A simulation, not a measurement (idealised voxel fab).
Module name: voxel ribs on slabs (process module)
Each square cell in cross-section cut measures 5 nm, and the section as a whole is 140 nm wide.
Cross-section, as written here: a square-cell grid given band by band from the top down, where a band holds one or more rows of cells. In this notation a band is specified by the heights of its top and bottom, in that order and in nm, after which its materials appear from left to right, each paired with its width in nm. The word "full width" attached to a single material means that material fills the band from edge to edge; the word "blank" stands for empty space. Heights are measured from 0, the level below which the as-received wafer is all one material; the lowest band has no bottom and continues downward, written as in "0 down". Note: "30->40" means the width goes from the first number (top row of the band) to the second number (bottom row) in equal steps per row of cells. "no change" means the step left every cell of the cross-section as it was. Look at "Internal closed voids" for the closed voids: empty spaces with no open path to the top, sized 8 cells or up. Each is width x height at distance, distance from the left edge, all nm. Where a step's line continues beyond its settings, the continuation is a remark by the simulator itself on that step. The setting "overlay nm" may be written on the line of a step. When the step uses a mask, the value reports how far to the right of the planned place the mask lay, and a negative value reports that it lay to the left.
BELOW IS THE LIST OF PLANNED PROCESS STEPS
1) RECEIVE | material Si
2) DIRECTIONAL_DEP | material SiO2 | thk nm 30
3) DIRECTIONAL_DEP | material SiN | thk nm 20
4) MASKED_ETCH | tone cover | mask id RIB | width nm 20 | etch materials SiN | depth nm 5 | overlay nm 0
5) PATTERN | tone cover | mask id SLAB | material resist | width nm 50 | thk nm 15 | overlay nm 0
6) DIRECTIONAL_ETCH | etch materials SiN | depth nm 15
7) STRIP | etch materials resist
8) FILL_DEP | material SiO2 | thk nm 25
9) CMP | height nm 65
10) DIRECTIONAL_DEP | material W | thk nm 10
11) DIRECTIONAL_DEP | material aC | thk nm 15
12) PATTERN | tone cover | mask id HEATER | material resist | width nm 30 | thk nm 35 | overlay nm 0
13) DIRECTIONAL_ETCH | etch materials aC | depth nm 15
14) STRIP | etch materials resist
15) DIRECTIONAL_ETCH | etch materials W | depth nm 10
16) STRIP | etch materials aC
17) CONFORMAL_DEP | material SiN | thk nm 5
CROSS-SECTION OF THE WAFER UPON ARRIVAL, REPRESENTING THE STATE REACHED AFTER STEP 1
    0 down: Si full width
    Internal closed voids: none
WAFER CROSS-SECTION AT MODULE END: FIRST OF TWO, RUN TO PLAN
    80 to 75: blank (50); SiN (40); blank (50)
    75 to 70: blank (50); SiN (5); W (30); SiN (5); blank (50)
    70 to 65: SiN (55); W (30); SiN (55)
    65 to 50: SiO2 full width
    50 to 45: SiO2 (60); SiN (20); SiO2 (60)
    45 to 30: SiO2 (45); SiN (50); SiO2 (45)
    30 to 0: SiO2 full width
    0 down: Si full width
    Internal closed voids: none
WAFER TWO, END OF MODULE, CROSS-SECTION. SAME START, SAME PLAN AS WAFER ONE. ONE MISTAKE IN THE RUN
    95 to 75: SiN full width
    75 to 65: W full width
    65 to 50: SiO2 full width
    50 to 45: SiO2 (60); SiN (20); SiO2 (60)
    45 to 30: SiO2 (45); SiN (50); SiO2 (45)
    30 to 0: SiO2 full width
    0 down: Si full width
    Internal closed voids: none
Nonconformance to the process plan: step 11 went in with a setting other than planned; the actual run was DIRECTIONAL_DEP | material SiN | thk nm 15
End of process, cell counts, second wafer against first, materials with more or fewer: SiN: 80 more; W: 44 more
